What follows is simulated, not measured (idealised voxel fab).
This section sets out a process module, namely voxel lift off.
The figure presents cross-section cut, which has a width of 145 nm and is divided into square cells with an edge length of 5 nm.
Cross-section, as written here: a square-cell grid given band by band from the top down, where a band holds one or more rows of cells. Read a band's entry like this: the first values are the height of its top and the height of its bottom in nm, and what follows is the sequence of materials from left to right, each with its width in nm. Note that "empty" is empty space, and that a single material marked "throughout" reaches across the band from edge to edge. The reference from which all heights are counted is 0, the level beneath which the as-received wafer is entirely one material; the lowest band, having no lower bound, proceeds downward and is written after the example "0..down". Note: "30->40" means the width goes from the first number (top row of the band) to the second number (bottom row) in equal steps per row of cells. Reading "changes: none" for a step: not a cell of the cross-section changed in it. What "Encapsulated voids" gives you is every empty space of 8 cells or more that is cut off from the top. Each appears as width x height at distance, with the distance taken from the left edge and width, height and distance all in nm. Formally, on a step line, whatever follows the settings is a remark that the simulator itself makes on the step. What "overlay nm" on a step's line means: if the step has a mask, that mask lay this far to the right of its planned place, or, when the value is negative, to the left.
## The steps planned for the process are as follows
1) RECEIVE (material Si)
2) CONFORMAL_DEP (material SiO2; thk nm 15)
3) PATTERN (tone open; mask id LINES; material resist; width nm 15; pitch nm 50; thk nm 20; overlay nm 0)
4) DIRECTIONAL_DEP (material Ru; thk nm 10)
5) STRIP (etch materials resist)
6) CONFORMAL_DEP (material SiN; thk nm 10)
What sets these wafers apart? The width nm at step 3. They all start alike, and the plan carries the first wafer's value.
## Incoming state of the first of several wafers in cross-section: after step 1
- 0..down: Si throughout
- Encapsulated voids: none
## The cross-section of the first of several wafers is given below for the end of the module, after its final step, step 6
- 35..25: empty 30; SiN 35; empty 15; SiN 35; empty 30
- 25..15: SiN 40; Ru 15; SiN 35; Ru 15; SiN 40
- 15..0: SiO2 throughout
- 0..down: Si throughout
- Encapsulated voids: none
## Cross-sectional view, end of module, last wafer of several
- 35..25: empty 20; SiN 105; empty 20
- 25..15: SiN 30; Ru 35; SiN 15; Ru 35; SiN 30
- 15..0: SiO2 throughout
- 0..down: Si throughout
- Encapsulated voids: none
## So in this table every wafer gets its own row, and what you see is where it stands at the end of the module: for each material, how many cells it picked up (+) or gave up (-) since we received it, and after that its closed voids
width nm 15; +12 Ru; +74 SiN; +87 SiO2; Encapsulated voids: none
width nm 20; +16 Ru; +74 SiN; +87 SiO2; Encapsulated voids: none
width nm 25; +20 Ru; +74 SiN; +87 SiO2; Encapsulated voids: none
width nm 30; +24 Ru; +74 SiN; +87 SiO2; Encapsulated voids: none
width nm 35; +28 Ru; +72 SiN; +87 SiO2; Encapsulated voids: none
